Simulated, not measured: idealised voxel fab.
Documented hereafter: the process module known as voxel quadruple lines.
It is cross-section cut that appears here, measuring 265 nm in width, its square cells being 5 nm in size.
A cross-section in this document is a grid of square cells, and it is written down as bands, the top band listed before the ones below it; a band is made up of one or more rows of cells. It is stipulated that each band's entry specify, in nanometres, the height of the top of the band and then that of its bottom, followed by the materials of the band in left-to-right sequence, each together with its width in nanometres. A single material marked by the word "everywhere" is understood to fill the band from edge to edge; the word "empty" is understood to denote empty space. Basically, 0 is our baseline, since under it the wafer straight out of the box is all one material. The bottom band has no lower end and keeps on going down, so it looks like "0 -> down". Graded width ("30..40"): value in top row of band = first number; value in bottom row = second number; row-to-row change constant. No cell of the cross-section changed in a step that is given as "stayed the same". "Catalogued sealed voids" enumerates empty spaces isolated from the top, with no open way to it, that contain at least 8 cells, giving each as width x height at distance from the left edge, all three in nm. On a step's line, text after the settings is the simulator commenting on that step. A step's line can hold "overlay nm"; with a mask on that step, the setting says how far right of the planned place the mask lay, while a negative setting says it lay to the left.

**This section lists the process steps that were planned**
- 1: RECEIVE | material Si
- 2: CONFORMAL_DEP | material SiO2 | thk nm 10
- 3: DIRECTIONAL_DEP | material Ru | thk nm 15
- 4: DIRECTIONAL_DEP | material polySi | thk nm 20
- 5: DIRECTIONAL_DEP | material aC | thk nm 25
- 6: PATTERN | tone cover | mask id MANDREL | material resist | width nm 25 | thk nm 35 | overlay nm 0
- 7: DIRECTIONAL_ETCH | etch materials aC | depth nm 25
- 8: STRIP | etch materials resist
- 9: CONFORMAL_DEP | material SiO2 | thk nm 15
- 10: DIRECTIONAL_ETCH | etch materials SiO2 | depth nm 15
- 11: STRIP | etch materials aC
- 12: DIRECTIONAL_ETCH | etch materials polySi | depth nm 20
- 13: STRIP | etch materials SiO2
- 14: CONFORMAL_DEP | material SiN | thk nm 5
- 15: DIRECTIONAL_ETCH | etch materials SiN | depth nm 5
- 16: STRIP | etch materials polySi
- 17: DIRECTIONAL_ETCH | etch materials Ru | depth nm 15
- 18: STRIP | etch materials SiN

**Wafer, first of two, run as planned**

**Cross-section of the wafer at receipt, which is the condition after step 1**
  0 -> down = Si everywhere
  Catalogued sealed voids: none

**After step 2, in cross-section**
  10 -> 0 = SiO2 everywhere
  Everything under 0 stays put, no change at all.

**After step 3, in cross-section**
  25 -> 10 = Ru everywhere
  Everything under 10 stays put, no change at all.

**After step 4, in cross-section**
  45 -> 25 = polySi everywhere
  Everything under 25 stays put, no change at all.

**After step 5, in cross-section**
  70 -> 45 = aC everywhere
  Everything under 45 stays put, no change at all.

**After step 6, in cross-section**
  105 -> 70 = empty 120, then resist 25, then empty 120
  Everything under 70 stays put, no change at all.

**After step 7, in cross-section**
  80 -> 70 = empty 120, then resist 25, then empty 120
  70 -> 45 = empty 120, then aC 25, then empty 120
  Everything under 45 stays put, no change at all.

**After step 8, in cross-section**
  70 -> 45 = empty 120, then aC 25, then empty 120
  Everything under 45 stays put, no change at all.

**After step 9, in cross-section**
  85 -> 70 = empty 105, then SiO2 55, then empty 105
  70 -> 60 = empty 105, then SiO2 15, then aC 25, then SiO2 15, then empty 105
  60 -> 45 = SiO2 120, then aC 25, then SiO2 120
  Everything under 45 stays put, no change at all.

**After step 10, in cross-section**
  70 -> 45 = empty 105, then SiO2 15, then aC 25, then SiO2 15, then empty 105
  Everything under 45 stays put, no change at all.

**After step 11, in cross-section**
  70 -> 45 = empty 105, then SiO2 15, then empty 25, then SiO2 15, then empty 105
  Everything under 45 stays put, no change at all.

**After step 12, in cross-section**
  70 -> 45 = empty 105, then SiO2 15, then empty 25, then SiO2 15, then empty 105
  45 -> 25 = empty 105, then polySi 15, then empty 25, then polySi 15, then empty 105
  Everything under 25 stays put, no change at all.

**After step 13, in cross-section**
  45 -> 25 = empty 105, then polySi 15, then empty 25, then polySi 15, then empty 105
  Everything under 25 stays put, no change at all.

**After step 14, in cross-section**
  50 -> 45 = empty 100, then SiN 25, then empty 15, then SiN 25, then empty 100
  45 -> 30 = empty 100, then SiN 5, then polySi 15, then SiN 5, then empty 15, then SiN 5, then polySi 15, then SiN 5, then empty 100
  30 -> 25 = SiN 105, then polySi 15, then SiN 25, then polySi 15, then SiN 105
  Everything under 25 stays put, no change at all.

**After step 15, in cross-section**
  45 -> 25 = empty 100, then SiN 5, then polySi 15, then SiN 5, then empty 15, then SiN 5, then polySi 15, then SiN 5, then empty 100
  Everything under 25 stays put, no change at all.

**After step 16, in cross-section**
  45 -> 25 = empty 100, then SiN 5, then empty 15, then SiN 5, then empty 15, then SiN 5, then empty 15, then SiN 5, then empty 100
  Everything under 25 stays put, no change at all.

**After step 17, in cross-section**
  45 -> 25 = empty 100, then SiN 5, then empty 15, then SiN 5, then empty 15, then SiN 5, then empty 15, then SiN 5, then empty 100
  25 -> 10 = empty 100, then Ru 5, then empty 15, then Ru 5, then empty 15, then Ru 5, then empty 15, then Ru 5, then empty 100
  Everything under 10 stays put, no change at all.

**After step 18, in cross-section**
  25 -> 10 = empty 100, then Ru 5, then empty 15, then Ru 5, then empty 15, then Ru 5, then empty 15, then Ru 5, then empty 100
  Everything under 10 stays put, no change at all.

**Here the second wafer is described. Its start and its plan were those of the first wafer. Its run contained one mistake. Up to and including step 2, it did exactly what the first wafer did**

**Cross-section of the second wafer when, according to plan, step 3 should have finished**
  15 -> 10 = Ru everywhere
  Everything under 10 stays put, no change at all.

**Cross-section of the second wafer when, according to plan, step 4 should have finished**
  35 -> 15 = polySi everywhere
  Everything under 15 stays put, no change at all.

**Cross-section of the second wafer when, according to plan, step 5 should have finished**
  60 -> 35 = aC everywhere
  Everything under 35 stays put, no change at all.

**Cross-section of the second wafer when, according to plan, step 6 should have finished**
  95 -> 60 = empty 120, then resist 25, then empty 120
  Everything under 60 stays put, no change at all.

**Cross-section of the second wafer when, according to plan, step 7 should have finished**
  70 -> 60 = empty 120, then resist 25, then empty 120
  60 -> 35 = empty 120, then aC 25, then empty 120
  Everything under 35 stays put, no change at all.

**Cross-section of the second wafer when, according to plan, step 8 should have finished**
  60 -> 35 = empty 120, then aC 25, then empty 120
  Everything under 35 stays put, no change at all.

**Cross-section of the second wafer when, according to plan, step 9 should have finished**
  75 -> 60 = empty 105, then SiO2 55, then empty 105
  60 -> 50 = empty 105, then SiO2 15, then aC 25, then SiO2 15, then empty 105
  50 -> 35 = SiO2 120, then aC 25, then SiO2 120
  Everything under 35 stays put, no change at all.

**Cross-section of the second wafer when, according to plan, step 10 should have finished**
  60 -> 35 = empty 105, then SiO2 15, then aC 25, then SiO2 15, then empty 105
  Everything under 35 stays put, no change at all.

**Cross-section of the second wafer when, according to plan, step 11 should have finished**
  60 -> 35 = empty 105, then SiO2 15, then empty 25, then SiO2 15, then empty 105
  Everything under 35 stays put, no change at all.

**Cross-section of the second wafer when, according to plan, step 12 should have finished**
  60 -> 35 = empty 105, then SiO2 15, then empty 25, then SiO2 15, then empty 105
  35 -> 15 = empty 105, then polySi 15, then empty 25, then polySi 15, then empty 105
  Everything under 15 stays put, no change at all.

**Cross-section of the second wafer when, according to plan, step 13 should have finished**
  35 -> 15 = empty 105, then polySi 15, then empty 25, then polySi 15, then empty 105
  Everything under 15 stays put, no change at all.

**Cross-section of the second wafer when, according to plan, step 14 should have finished**
  40 -> 35 = empty 100, then SiN 25, then empty 15, then SiN 25, then empty 100
  35 -> 20 = empty 100, then SiN 5, then polySi 15, then SiN 5, then empty 15, then SiN 5, then polySi 15, then SiN 5, then empty 100
  20 -> 15 = SiN 105, then polySi 15, then SiN 25, then polySi 15, then SiN 105
  Everything under 15 stays put, no change at all.

**Cross-section of the second wafer when, according to plan, step 15 should have finished**
  35 -> 15 = empty 100, then SiN 5, then polySi 15, then SiN 5, then empty 15, then SiN 5, then polySi 15, then SiN 5, then empty 100
  Everything under 15 stays put, no change at all.

**Cross-section of the second wafer when, according to plan, step 16 should have finished**
  35 -> 15 = empty 100, then SiN 5, then empty 15, then SiN 5, then empty 15, then SiN 5, then empty 15, then SiN 5, then empty 100
  Everything under 15 stays put, no change at all.

**Cross-section of the second wafer when, according to plan, step 17 should have finished**
  35 -> 15 = empty 100, then SiN 5, then empty 15, then SiN 5, then empty 15, then SiN 5, then empty 15, then SiN 5, then empty 100
  15 -> 10 = empty 100, then Ru 5, then empty 15, then Ru 5, then empty 15, then Ru 5, then empty 15, then Ru 5, then empty 100
  Everything under 10 stays put, no change at all.

**Cross-section of the second wafer when, according to plan, step 18 should have finished**
  15 -> 10 = empty 100, then Ru 5, then empty 15, then Ru 5, then empty 15, then Ru 5, then empty 15, then Ru 5, then empty 100
  Everything under 10 stays put, no change at all.
What broke from the plan during processing? step 3 went in with a setting other than planned; the actual run was DIRECTIONAL_DEP | material Ru | thk nm 5
Final wafer comparison in cells, second versus first, more or fewer per material: Ru: 8 fewer
